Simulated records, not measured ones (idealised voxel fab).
The name of this process module is voxel quadruple lines.
Square cell edge 5 nm, section width 165 nm, ID cut.
Cross-section layout: square cells on a grid; listed as bands, top to bottom; a band spans one or more cell rows. Basically the band line says how high the top is and how high the bottom is, in nm, and then what's in it from left to right, every material with its width in nm. Empty space shows up as "blank", and if a single material carries "edge to edge" it runs the full band edge to edge. Heads up on the height convention: 0 is the point under which the incoming wafer is all one material, and the lowest band has no bottom, it just keeps going down, like "from 0 down". A width such as "30 to 40" changes by the same amount from each row of cells to the next, from the band's top row to its bottom row. "remained unchanged" means the step left every cell of the cross-section as it was. The label "Cavities, sealed" introduces a list of the empty spaces, 8 cells or larger, that have no open way up to the top; each entry in it reads width x height at distance, where the distance is taken from the left edge and all three are stated in nm. Whatever follows a step's settings on its line is a remark the simulator itself makes about that step. overlay nm, on a step with a mask: how far to the right of its planned place the mask lay; to the left if negative.
[Process steps - plan]
| 1 | RECEIVE with material Si |
| 2 | CONFORMAL_DEP with material SiO2, thk nm 10 |
| 3 | DIRECTIONAL_DEP with material TiN, thk nm 15 |
| 4 | DIRECTIONAL_DEP with material polySi, thk nm 15 |
| 5 | DIRECTIONAL_DEP with material aC, thk nm 20 |
| 6 | PATTERN with tone cover, mask id MANDREL, material resist, width nm 25, thk nm 30, overlay nm 0 |
| 7 | DIRECTIONAL_ETCH with etch materials aC, depth nm 20 |
| 8 | STRIP with etch materials resist |
| 9 | CONFORMAL_DEP with material SiO2, thk nm 15 |
| 10 | DIRECTIONAL_ETCH with etch materials SiO2, depth nm 15 |
| 11 | STRIP with etch materials aC |
| 12 | DIRECTIONAL_ETCH with etch materials polySi, depth nm 15 |
| 13 | STRIP with etch materials SiO2 |
| 14 | CONFORMAL_DEP with material SiCN, thk nm 5 |
| 15 | DIRECTIONAL_ETCH with etch materials SiCN, depth nm 5 |
| 16 | STRIP with etch materials polySi |
| 17 | DIRECTIONAL_ETCH with etch materials TiN, depth nm 15 |
| 18 | STRIP with etch materials SiCN |
[Wafer, first of two, run as planned]
[Cross-sectional view of the wafer in its as-received condition, corresponding to the state after step 1]
	from 0 down | Si edge to edge
	Cavities, sealed: none
[Cross-section of the wafer subsequent to step 2]
	from 10 to 0 | SiO2 edge to edge
	All layers under 0 are left as they were.
[Cross-section of the wafer subsequent to step 3]
	from 25 to 10 | TiN edge to edge
	All layers under 10 are left as they were.
[Cross-section of the wafer subsequent to step 4]
	from 40 to 25 | polySi edge to edge
	All layers under 25 are left as they were.
[Cross-section of the wafer subsequent to step 5]
	from 60 to 40 | aC edge to edge
	All layers under 40 are left as they were.
[Cross-section of the wafer subsequent to step 6]
	from 90 to 60 | 70 nm blank, 25 nm resist, 70 nm blank
	All layers under 60 are left as they were.
[Cross-section of the wafer subsequent to step 7]
	from 70 to 60 | 70 nm blank, 25 nm resist, 70 nm blank
	from 60 to 40 | 70 nm blank, 25 nm aC, 70 nm blank
	All layers under 40 are left as they were.
[Cross-section of the wafer subsequent to step 8]
	from 60 to 40 | 70 nm blank, 25 nm aC, 70 nm blank
	All layers under 40 are left as they were.
[Cross-section of the wafer subsequent to step 9]
	from 75 to 60 | 55 nm blank, 55 nm SiO2, 55 nm blank
	from 60 to 55 | 55 nm blank, 15 nm SiO2, 25 nm aC, 15 nm SiO2, 55 nm blank
	from 55 to 40 | 70 nm SiO2, 25 nm aC, 70 nm SiO2
	All layers under 40 are left as they were.
[Cross-section of the wafer subsequent to step 10]
	from 60 to 40 | 55 nm blank, 15 nm SiO2, 25 nm aC, 15 nm SiO2, 55 nm blank
	All layers under 40 are left as they were.
[Cross-section of the wafer subsequent to step 11]
	from 60 to 40 | 55 nm blank, 15 nm SiO2, 25 nm blank, 15 nm SiO2, 55 nm blank
	All layers under 40 are left as they were.
[Cross-section of the wafer subsequent to step 12]
	from 60 to 40 | 55 nm blank, 15 nm SiO2, 25 nm blank, 15 nm SiO2, 55 nm blank
	from 40 to 25 | 55 nm blank, 15 nm polySi, 25 nm blank, 15 nm polySi, 55 nm blank
	All layers under 25 are left as they were.
[Cross-section of the wafer subsequent to step 13]
	from 40 to 25 | 55 nm blank, 15 nm polySi, 25 nm blank, 15 nm polySi, 55 nm blank
	All layers under 25 are left as they were.
[Cross-section of the wafer subsequent to step 14]
	from 45 to 40 | 50 nm blank, 25 nm SiCN, 15 nm blank, 25 nm SiCN, 50 nm blank
	from 40 to 30 | 50 nm blank, 5 nm SiCN, 15 nm polySi, 5 nm SiCN, 15 nm blank, 5 nm SiCN, 15 nm polySi, 5 nm SiCN, 50 nm blank
	from 30 to 25 | 55 nm SiCN, 15 nm polySi, 25 nm SiCN, 15 nm polySi, 55 nm SiCN
	All layers under 25 are left as they were.
[Cross-section of the wafer subsequent to step 15]
	from 40 to 25 | 50 nm blank, 5 nm SiCN, 15 nm polySi, 5 nm SiCN, 15 nm blank, 5 nm SiCN, 15 nm polySi, 5 nm SiCN, 50 nm blank
	All layers under 25 are left as they were.
[Cross-section of the wafer subsequent to step 16]
	from 40 to 25 | 50 nm blank, 5 nm SiCN, 15 nm blank, 5 nm SiCN, 15 nm blank, 5 nm SiCN, 15 nm blank, 5 nm SiCN, 50 nm blank
	All layers under 25 are left as they were.
[Cross-section of the wafer subsequent to step 17]
	from 40 to 25 | 50 nm blank, 5 nm SiCN, 15 nm blank, 5 nm SiCN, 15 nm blank, 5 nm SiCN, 15 nm blank, 5 nm SiCN, 50 nm blank
	from 25 to 10 | 50 nm blank, 5 nm TiN, 15 nm blank, 5 nm TiN, 15 nm blank, 5 nm TiN, 15 nm blank, 5 nm TiN, 50 nm blank
	All layers under 10 are left as they were.
[Cross-section of the wafer subsequent to step 18]
	from 25 to 10 | 50 nm blank, 5 nm TiN, 15 nm blank, 5 nm TiN, 15 nm blank, 5 nm TiN, 15 nm blank, 5 nm TiN, 50 nm blank
	All layers under 10 are left as they were.
[Okay, second wafer. Nothing different at the start, nothing different in the plan, just one mistake somewhere in the running. As far as step 1, counting that step, it's the first wafer all over again]
Cross-section of the second wafer at the time by which step 2 should have been completed according to the plan: remained unchanged
[Cross-section of the second wafer at the time by which step 3 should have been completed according to the plan]
	from 15 to 0 | TiN edge to edge
	All layers under 0 are left as they were.
[Cross-section of the second wafer at the time by which step 4 should have been completed according to the plan]
	from 30 to 15 | polySi edge to edge
	All layers under 15 are left as they were.
[Cross-section of the second wafer at the time by which step 5 should have been completed according to the plan]
	from 50 to 30 | aC edge to edge
	All layers under 30 are left as they were.
[Cross-section of the second wafer at the time by which step 6 should have been completed according to the plan]
	from 80 to 50 | 70 nm blank, 25 nm resist, 70 nm blank
	All layers under 50 are left as they were.
[Cross-section of the second wafer at the time by which step 7 should have been completed according to the plan]
	from 60 to 50 | 70 nm blank, 25 nm resist, 70 nm blank
	from 50 to 30 | 70 nm blank, 25 nm aC, 70 nm blank
	All layers under 30 are left as they were.
[Cross-section of the second wafer at the time by which step 8 should have been completed according to the plan]
	from 50 to 30 | 70 nm blank, 25 nm aC, 70 nm blank
	All layers under 30 are left as they were.
[Cross-section of the second wafer at the time by which step 9 should have been completed according to the plan]
	from 65 to 50 | 55 nm blank, 55 nm SiO2, 55 nm blank
	from 50 to 45 | 55 nm blank, 15 nm SiO2, 25 nm aC, 15 nm SiO2, 55 nm blank
	from 45 to 30 | 70 nm SiO2, 25 nm aC, 70 nm SiO2
	All layers under 30 are left as they were.
[Cross-section of the second wafer at the time by which step 10 should have been completed according to the plan]
	from 50 to 30 | 55 nm blank, 15 nm SiO2, 25 nm aC, 15 nm SiO2, 55 nm blank
	All layers under 30 are left as they were.
[Cross-section of the second wafer at the time by which step 11 should have been completed according to the plan]
	from 50 to 30 | 55 nm blank, 15 nm SiO2, 25 nm blank, 15 nm SiO2, 55 nm blank
	All layers under 30 are left as they were.
[Cross-section of the second wafer at the time by which step 12 should have been completed according to the plan]
	from 50 to 30 | 55 nm blank, 15 nm SiO2, 25 nm blank, 15 nm SiO2, 55 nm blank
	from 30 to 15 | 55 nm blank, 15 nm polySi, 25 nm blank, 15 nm polySi, 55 nm blank
	All layers under 15 are left as they were.
[Cross-section of the second wafer at the time by which step 13 should have been completed according to the plan]
	from 30 to 15 | 55 nm blank, 15 nm polySi, 25 nm blank, 15 nm polySi, 55 nm blank
	All layers under 15 are left as they were.
[Cross-section of the second wafer at the time by which step 14 should have been completed according to the plan]
	from 35 to 30 | 50 nm blank, 25 nm SiCN, 15 nm blank, 25 nm SiCN, 50 nm blank
	from 30 to 20 | 50 nm blank, 5 nm SiCN, 15 nm polySi, 5 nm SiCN, 15 nm blank, 5 nm SiCN, 15 nm polySi, 5 nm SiCN, 50 nm blank
	from 20 to 15 | 55 nm SiCN, 15 nm polySi, 25 nm SiCN, 15 nm polySi, 55 nm SiCN
	All layers under 15 are left as they were.
[Cross-section of the second wafer at the time by which step 15 should have been completed according to the plan]
	from 30 to 15 | 50 nm blank, 5 nm SiCN, 15 nm polySi, 5 nm SiCN, 15 nm blank, 5 nm SiCN, 15 nm polySi, 5 nm SiCN, 50 nm blank
	All layers under 15 are left as they were.
[Cross-section of the second wafer at the time by which step 16 should have been completed according to the plan]
	from 30 to 15 | 50 nm blank, 5 nm SiCN, 15 nm blank, 5 nm SiCN, 15 nm blank, 5 nm SiCN, 15 nm blank, 5 nm SiCN, 50 nm blank
	All layers under 15 are left as they were.
[Cross-section of the second wafer at the time by which step 17 should have been completed according to the plan]
	from 30 to 15 | 50 nm blank, 5 nm SiCN, 15 nm blank, 5 nm SiCN, 15 nm blank, 5 nm SiCN, 15 nm blank, 5 nm SiCN, 50 nm blank
	from 15 to 0 | 50 nm blank, 5 nm TiN, 15 nm blank, 5 nm TiN, 15 nm blank, 5 nm TiN, 15 nm blank, 5 nm TiN, 50 nm blank
	All layers under 0 are left as they were.
[Cross-section of the second wafer at the time by which step 18 should have been completed according to the plan]
	from 15 to 0 | 50 nm blank, 5 nm TiN, 15 nm blank, 5 nm TiN, 15 nm blank, 5 nm TiN, 15 nm blank, 5 nm TiN, 50 nm blank
	All layers under 0 are left as they were.
Where did the run depart from the plan? heads up, step 2 of the plan was skipped and never actually ran
Upon completion, the second wafer contains, in terms of cells, a greater or smaller amount of certain materials than the first wafer: SiO2: 66 fewer
